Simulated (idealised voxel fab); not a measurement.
A process module follows: voxel released beams.
The cross-section shown here is cut; it is 180 nm wide and divided into square cells measuring 5 nm on a side.
The cross-sections in this document take the form of a grid made of square cells. They are written out as bands, in order from top to bottom. Each band consists of one or more rows of cells. A band entry consists of two parts. The first gives the height of the band's top and the height of its bottom, in nm. The rest lists the band's materials from left to right, each with its width in nm. A single material labelled with the word "all across" fills the band from edge to edge, and the word "air" marks empty space. We count height from 0. Below that, the starting wafer is all one material. The lowest band never ends at the bottom but goes on down; see "0 nm and below" for how that is written. A width given as "30->40" starts at the first number in the band's top row and ends at the second number in its bottom row, shifting by an equal amount at every step from row to row. Reading "stayed the same" for a step: not a cell of the cross-section changed in it. The list in "Closed-off voids" covers empty spaces of 8 cells or more that cannot reach the top through any open way, and it gives each as width x height at distance; the distance is from the left edge, and width, height and distance are in nm. Heads up: the bit after the settings on a step's line is the simulator's remark on that step. "overlay nm" on a masked step: distance the mask lay right of its planned place, negative for left.

# So here's the lineup of process steps we planned
| 1 | RECEIVE,material Si |
| 2 | CONFORMAL_DEP,material SiN,thk nm 10 |
| 3 | DIRECTIONAL_DEP,material SiO2,thk nm 20 |
| 4 | PATTERN,tone open,mask id ANCHOR,material resist,width nm 35,thk nm 15,overlay nm 0 |
| 5 | DIRECTIONAL_ETCH,etch materials SiO2,depth nm 20 |
| 6 | STRIP,etch materials resist |
| 7 | CONFORMAL_DEP,material TiN,thk nm 15 |
| 8 | DIRECTIONAL_DEP,material aC,thk nm 15 |
| 9 | PATTERN,tone cover,mask id BEAM,material resist,width nm 100,thk nm 30,overlay nm 0 |
| 10 | DIRECTIONAL_ETCH,etch materials aC,depth nm 15 |
| 11 | STRIP,etch materials resist |
| 12 | DIRECTIONAL_ETCH,etch materials TiN,depth nm 5 |
| 13 | STRIP,etch materials aC |
| 14 | STRIP,etch materials SiO2 |
Quick note for whoever runs this: the wafers start identical, but the depth nm at step 12 isn't the same across them. The plan just shows what the first wafer had.

# first wafer as received, after step 1
    0 nm and below | Si all across
    Closed-off voids: none

# Here is how to read the rows: every wafer has a row, and it shows the wafer at the end of the module, giving for each material how many cells were gained (+) or lost (-) since the wafer was received, then listing its closed voids
depth nm 5; +72 SiN; +116 SiO2; +116 TiN; Closed-off voids: none
depth nm 10; +72 SiN; +116 SiO2; +100 TiN; Closed-off voids: none
depth nm 15; +72 SiN; +84 TiN; Closed-off voids: none
depth nm 20; +72 SiN; +84 TiN; Closed-off voids: none
depth nm 25; +72 SiN; +84 TiN; Closed-off voids: none
depth nm 30; +72 SiN; +84 TiN; Closed-off voids: none
